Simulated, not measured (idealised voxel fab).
Process module in this document: voxel capacitor over wiring
Square cells of 5 nm make up the cross-section cut, whose width is 260 nm.
Each cross-section below is a grid of square cells, stated as bands in top-down order, with one or more rows of cells making up each band. Quick guide to a band line: top height, bottom height (nm) up front; then every material left to right with its width in nm. Only one material and it's marked "throughout"? Then it fills the band edge to edge. And "blank" just means empty space. Where do heights start? At 0: under that level the wafer as delivered is made of one material only. And the lowest band has no floor; it just carries on downward, as in "0 down". Read "30->40" as a graded width: first number on top, second number at the bottom, same change between each pair of neighbouring rows. For the purposes of this document, the phrase "nothing different" attached to a step denotes that no cell within the cross-section was modified by that step. Any empty space of 8 cells or more lacking an open way to the top shows up in "Closed internal voids" as width x height at distance, distance from the left edge, in nm. On each step's line, the part that comes after the settings is the simulator's own comment on the step. overlay nm: step with mask; distance mask lay right of planned place; negative value = left of planned place.

List of planned process steps
1. RECEIVE, material Si
2. CONFORMAL_DEP, material SiO2, thk nm 10
3. CONFORMAL_DEP, material SiN, thk nm 5
4. DIRECTIONAL_DEP, material lowk, thk nm 15
5. PATTERN, tone open, mask id METAL_1, material resist, width nm 30, pitch nm 90, thk nm 15, overlay nm 0
6. DIRECTIONAL_ETCH, etch materials lowk, depth nm 15
7. DIRECTIONAL_ETCH, etch materials SiN, depth nm 5
8. STRIP, etch materials resist
9. CONFORMAL_DEP, material TiN, thk nm 5
10. FILL_DEP, material Cu, thk nm 10
11. CMP, height nm 30
12. CONFORMAL_DEP, material SiCN, thk nm 5
13. DIRECTIONAL_DEP, material SiO2, thk nm 10
14. MASKED_ETCH, tone open, mask id PLUG_1, width nm 15, etch materials SiO2, depth nm 10, overlay nm 0
15. MASKED_ETCH, tone open, mask id PLUG_1, width nm 15, etch materials SiCN, depth nm 5, overlay nm 0
16. EPI, material Ru, thk nm 10
17. EPI, material Ru, thk nm 5
18. DIRECTIONAL_DEP, material TiN, thk nm 10
19. DIRECTIONAL_DEP, material HfO2, thk nm 5
20. DIRECTIONAL_DEP, material TiN, thk nm 5
21. PATTERN, tone cover, mask id UPPER_PLATE, material resist, width nm 65, thk nm 15, overlay nm 0
22. DIRECTIONAL_ETCH, etch materials TiN, depth nm 5
23. DIRECTIONAL_ETCH, etch materials HfO2, depth nm 5
24. STRIP, etch materials resist
25. DIRECTIONAL_DEP, material aC, thk nm 15
26. PATTERN, tone cover, mask id LOWER_PLATE, material resist, width nm 75, thk nm 35, overlay nm 0
27. DIRECTIONAL_ETCH, etch materials aC, depth nm 15
28. STRIP, etch materials resist
29. DIRECTIONAL_ETCH, etch materials TiN, depth nm 10
30. STRIP, etch materials aC
31. FILL_DEP, material SiO2, thk nm 15
32. CMP, height nm 75
33. PATTERN, tone open, mask id PLUG_2, material resist, width nm 15, thk nm 15, overlay nm 0
34. DIRECTIONAL_ETCH, etch materials SiO2, depth nm 10
35. STRIP, etch materials resist
36. CONFORMAL_DEP, material TiN, thk nm 5
37. FILL_DEP, material Cu, thk nm 10
38. CMP, height nm 75
39. CONFORMAL_DEP, material SiN, thk nm 5

Shown in cross-section is the wafer as received, that is, as it stands after step 1
	0 down  Si throughout
	Closed internal voids: none

Same starting wafer, same plan as above, one mistake in the execution; this is the cross-section at the end of the module
	80 to 75  SiN throughout
	75 to 70  SiO2: 85 / TiN: 25 / SiO2: 150
	70 to 65  SiO2: 85 / HfO2: 25 / SiO2: 150
	65 to 60  SiO2: 80 / TiN: 70 / SiO2: 110
	60 to 55  SiO2: 80 / TiN: 30 / HfO2: 40 / SiO2: 110
	55 to 45  SiO2: 75 / Ru: 35 / TiN: 45 / SiO2: 105
	45 to 35  SiO2: 85 / Ru: 15 / SiO2: 160
	35 to 30  SiCN: 85 / Ru: 15 / SiCN: 160
	30 to 15  lowk: 70 / TiN: 5 / Cu: 20 / TiN: 5 / lowk: 60 / TiN: 5 / Cu: 20 / TiN: 5 / lowk: 70
	15 to 10  SiN: 70 / TiN: 30 / SiN: 60 / TiN: 30 / SiN: 70
	10 to 0  SiO2 throughout
	0 down  Si throughout
	Closed internal voids: none
Want to know what went wrong? step 16 was run twice
